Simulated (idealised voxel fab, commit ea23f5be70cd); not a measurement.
The following process module bears the name voxel tone inversion.
Square cells of 5 nm make up the cross-section cut, whose width is 275 nm.
Cross-section spec: square-cell grid; bands listed top down; each band is one or more rows. Read a band's entry like this: the first values are the height of its top and the height of its bottom in nm, and what follows is the sequence of materials from left to right, each with its width in nm. Note that "empty" is empty space, and that a single material marked "throughout" reaches across the band from edge to edge. For the purposes of this specification, 0 denotes the height below which the wafer in its as-received condition is composed wholly of one material, and the lowermost band, lacking a lower limit, extends downward without end, as expressed in "z 0 and below". The width entry "30 to 40" should be interpreted row by row: the top row of cells in the band takes the first number, the bottom row takes the second number, and the change between adjacent rows is uniform throughout. "remained unchanged" after a step means that no cell of the cross-section changed. What "Enclosed void listing" gives you is every empty space of 8 cells or more that is cut off from the top. Each appears as width x height at distance, with the distance taken from the left edge and width, height and distance all in nm. Note: text after step settings on the step line = simulator remark on that step. overlay nm: step with mask; distance mask lay right of planned place; negative value = left of planned place.
THE PLANNED PROCESS STEPS ARE ENUMERATED HEREUNDER
1,RECEIVE: material Si
2,CONFORMAL_DEP: material SiN, thk nm 10
3,DIRECTIONAL_DEP: material polySi, thk nm 20
4,PATTERN: tone cover, mask id POSTS, material resist, width nm 25, pitch nm 40, thk nm 30, overlay nm -15
5,DIRECTIONAL_ETCH: etch materials polySi, depth nm 20
6,STRIP: etch materials resist
7,FILL_DEP: material lowk, thk nm 5
8,CMP: height nm 30
9,STRIP: etch materials polySi
10,CONFORMAL_DEP: material TiN, thk nm 5
11,FILL_DEP: material Ru, thk nm 10
12,CMP: height nm 30
13,CONFORMAL_DEP: material SiN, thk nm 5
Across this set of wafers, the varied parameter is the overlay nm of step 4. Starting conditions are identical for every wafer, and the plan reports the value assigned to the first wafer.
AS-RECEIVED STATE AFTER STEP 1, FIRST OF SEVERAL WAFERS, CROSS-SECTION
* z 0 and below: Si throughout
* Enclosed void listing: none
CROSS-SECTION OF THE FIRST OF SEVERAL WAFERS, TAKEN AFTER STEP 13, WHERE THE MODULE ENDS
* z 35 to 30: SiN throughout
* z 30 to 15: 50 of lowk  5 of TiN  15 of Ru  5 of TiN  15 of lowk  5 of TiN  15 of Ru  5 of TiN  15 of lowk  5 of TiN  15 of Ru  5 of TiN  15 of lowk  5 of TiN  15 of Ru  5 of TiN  80 of lowk
* z 15 to 10: 50 of lowk  25 of TiN  15 of lowk  25 of TiN  15 of lowk  25 of TiN  15 of lowk  25 of TiN  80 of lowk
* z 10 to 0: SiN throughout
* z 0 and below: Si throughout
* Enclosed void listing: none
CROSS-SECTIONAL VIEW OF THE FINAL WAFER OF SEVERAL AT THE MODULE'S END
* z 35 to 30: SiN throughout
* z 30 to 15: 80 of lowk  5 of TiN  15 of Ru  5 of TiN  15 of lowk  5 of TiN  15 of Ru  5 of TiN  15 of lowk  5 of TiN  15 of Ru  5 of TiN  15 of lowk  5 of TiN  15 of Ru  5 of TiN  50 of lowk
* z 15 to 10: 80 of lowk  25 of TiN  15 of lowk  25 of TiN  15 of lowk  25 of TiN  15 of lowk  25 of TiN  50 of lowk
* z 10 to 0: SiN throughout
* z 0 and below: Si throughout
* Enclosed void listing: none
WAFER ROWS; END OF MODULE; CELLS PER MATERIAL SINCE RECEIPT: (+) GAINED, (-) LOST; THEN CLOSED VOIDS
overlay nm -15 | +36 Ru | +165 SiN | +44 TiN | +140 lowk | Enclosed void listing: none
overlay nm -10 | +36 Ru | +165 SiN | +44 TiN | +140 lowk | Enclosed void listing: none
overlay nm -5 | +36 Ru | +165 SiN | +44 TiN | +140 lowk | Enclosed void listing: none
overlay nm 0 | +36 Ru | +165 SiN | +44 TiN | +140 lowk | Enclosed void listing: none
overlay nm 5 | +36 Ru | +165 SiN | +44 TiN | +140 lowk | Enclosed void listing: none
overlay nm 10 | +36 Ru | +165 SiN | +44 TiN | +140 lowk | Enclosed void listing: none
overlay nm 15 | +36 Ru | +165 SiN | +44 TiN | +140 lowk | Enclosed void listing: none
